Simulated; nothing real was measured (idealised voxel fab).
The name of this process module is voxel self aligned vias.
Section cut is 190 nm wide and gridded with 5 nm square cells.
If you're reading a cross-section in this doc, picture square cells in a grid; it comes to you as bands, top ones listed first down to the bottom, and a band can be one or more rows of cells.
Heights first: top, then bottom, in nm. Then materials, left to right, each with a width in nm. "edge to edge" on a single material: fills the band edge to edge. "blank": empty space.
Heads up on the height convention: 0 is the point under which the incoming wafer is all one material, and the lowest band has no bottom, it just keeps going down, like "0 nm and below".
A width given as "30 to 40" starts at the first number in the band's top row and ends at the second number in its bottom row, shifting by an equal amount at every step from row to row.
Where the words "everything unchanged" appear for a step, the cross-section shows no cell changed by that step; every cell remained as before.
"Completely enclosed voids" means: voids of 8 cells or more that are shut off from the top with no open way through. Written width x height at distance, distance from the left edge, in nm.
Whatever follows a step's settings on its line is a remark the simulator itself makes about that step.
On any step carrying a mask, the "overlay nm" setting, if present on the step's line, tells how far right of its planned place the mask lay; negative values point to the left.

PLANNED PROCESS STEPS
- 1: RECEIVE [material Si]
- 2: CONFORMAL_DEP [material SiO2] [thk nm 15]
- 3: CONFORMAL_DEP [material SiCN] [thk nm 5]
- 4: DIRECTIONAL_DEP [material lowk] [thk nm 25]
- 5: PATTERN [tone open] [mask id LINES] [material resist] [width nm 30] [pitch nm 55] [thk nm 15] [overlay nm 0]
- 6: DIRECTIONAL_ETCH [etch materials lowk] [depth nm 25]
- 7: STRIP [etch materials resist]
- 8: CONFORMAL_DEP [material TiN] [thk nm 5]
- 9: FILL_DEP [material W] [thk nm 10]
- 10: CMP [height nm 45]
- 11: SELECTIVE_ETCH [etch materials W Ru TiN] [depth nm 5]
- 12: FILL_DEP [material SiN] [thk nm 10]
- 13: CMP [height nm 45]
- 14: DIRECTIONAL_DEP [material lowk] [thk nm 15]
- 15: MASKED_ETCH [tone open] [mask id VIAS] [width nm 40] [pitch nm 55] [etch materials lowk] [depth nm 15] [overlay nm 0]
- 16: MASKED_ETCH [tone open] [mask id VIAS] [width nm 40] [pitch nm 55] [etch materials SiN] [depth nm 5] [overlay nm 0]
- 17: CONFORMAL_DEP [material TiN] [thk nm 5]
- 18: FILL_DEP [material Ru] [thk nm 5]
- 19: CMP [height nm 60]
- 20: CONFORMAL_DEP [material SiCN] [thk nm 5]

HERE'S WHAT THE WAFER LOOKED LIKE IN CROSS-SECTION WHEN IT ARRIVED - THAT'S AFTER STEP 1
	0 nm and below = Si edge to edge
	Completely enclosed voids: none

WAFER CROSS-SECTION AT END OF MODULE: START AND PLAN AS SHOWN ABOVE, ONE EXECUTION ERROR
	65 nm to 60 nm = SiCN edge to edge
	60 nm to 45 nm = 50 of lowk; 5 of TiN; 20 of Ru; 5 of TiN; 25 of lowk; 5 of TiN; 20 of Ru; 5 of TiN; 55 of lowk
	45 nm to 40 nm = 50 of lowk; 30 of TiN; 25 of lowk; 30 of TiN; 55 of lowk
	40 nm to 25 nm = 50 of lowk; 5 of TiN; 20 of W; 5 of TiN; 25 of lowk; 5 of TiN; 20 of W; 5 of TiN; 55 of lowk
	25 nm to 20 nm = 50 of lowk; 30 of TiN; 25 of lowk; 30 of TiN; 55 of lowk
	20 nm to 15 nm = SiCN edge to edge
	15 nm to 0 nm = SiO2 edge to edge
	0 nm and below = Si edge to edge
	Completely enclosed voids: none
So what did we get wrong on this run? step 15 off recipe, ran as MASKED_ETCH [tone open] [mask id VIAS] [width nm 30] [pitch nm 55] [etch materials lowk] [depth nm 15] [overlay nm 0]
